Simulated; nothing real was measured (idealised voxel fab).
process module | voxel ribs on slabs
cross-section cut | 260 nm wide | cells 5 nm
A cross-section is a grid of square cells, given in bands from the top down. A band is one or more rows of cells.
Each band's line starts with the height of the band's top and of its bottom, in nm. Then come its materials from left to right, each with its width in nm. One material with "throughout" fills the band from edge to edge. "air" is empty space.
Height 0 is the level under which the wafer as received is all one material. The lowest band goes on downwards, as in "0 down".
A width such as "30 to 40" changes by the same amount from each row of cells to the next, from the band's top row to its bottom row.
"no change" after a step means that no cell of the cross-section changed.
closed voids: empty space of 8 cells or more with no open way to the top, each as width x height at its distance from the left edge, in nm
after a step's settings: what the simulator itself notes on the step
overlay nm, on a step with a mask: how far to the right of its planned place the mask lay; to the left if negative
plan
1 op RECEIVE | material Si
2 op DIRECTIONAL_DEP | material SiO2 | thk nm 20
3 op DIRECTIONAL_DEP | material polySi | thk nm 25
4 op MASKED_ETCH | tone cover | mask id RIB | width nm 15 | etch materials polySi | depth nm 20 | overlay nm 0
5 op PATTERN | tone cover | mask id SLAB | material resist | width nm 75 | thk nm 20 | overlay nm 0
6 op DIRECTIONAL_ETCH | etch materials polySi | depth nm 5
7 op STRIP | etch materials resist
8 op FILL_DEP | material SiO2 | thk nm 25
9 op CMP | height nm 65
10 op DIRECTIONAL_DEP | material W | thk nm 5
11 op MASKED_ETCH | tone cover | mask id HEATER | width nm 15 | etch materials W | depth nm 5 | overlay nm 0
12 op CONFORMAL_DEP | material SiN | thk nm 5
varied across the wafers: width nm of step 11. The plan shows the first wafer's value. All wafers start alike
first wafer as received, after step 1
  0 down: Si throughout
  closed voids: none
first wafer at the end, after step 12
  75 to 70: air 115 | SiN 25 | air 120
  70 to 65: SiN 120 | W 15 | SiN 125
  65 to 45: SiO2 throughout
  45 to 25: SiO2 120 | polySi 15 | SiO2 125
  25 to 20: SiO2 90 | polySi 75 | SiO2 95
  20 to 0: SiO2 throughout
  0 down: Si throughout
  closed voids: none
last wafer at the end
  75 to 70: air 105 | SiN 50 | air 105
  70 to 65: SiN 110 | W 40 | SiN 110
  65 to 45: SiO2 throughout
  45 to 25: SiO2 120 | polySi 15 | SiO2 125
  25 to 20: SiO2 90 | polySi 75 | SiO2 95
  20 to 0: SiO2 throughout
  0 down: Si throughout
  closed voids: none
each wafer at the end: cells of each material gained (+) or lost (-) since it was received, then its closed voids
width nm 15 | +54 SiN | +649 SiO2 | +3 W | +27 polySi | closed voids: none
width nm 20 | +54 SiN | +649 SiO2 | +4 W | +27 polySi | closed voids: none
width nm 25 | +54 SiN | +649 SiO2 | +5 W | +27 polySi | closed voids: none
width nm 30 | +54 SiN | +649 SiO2 | +6 W | +27 polySi | closed voids: none
width nm 35 | +54 SiN | +649 SiO2 | +7 W | +27 polySi | closed voids: none
width nm 40 | +54 SiN | +649 SiO2 | +8 W | +27 polySi | closed voids: none
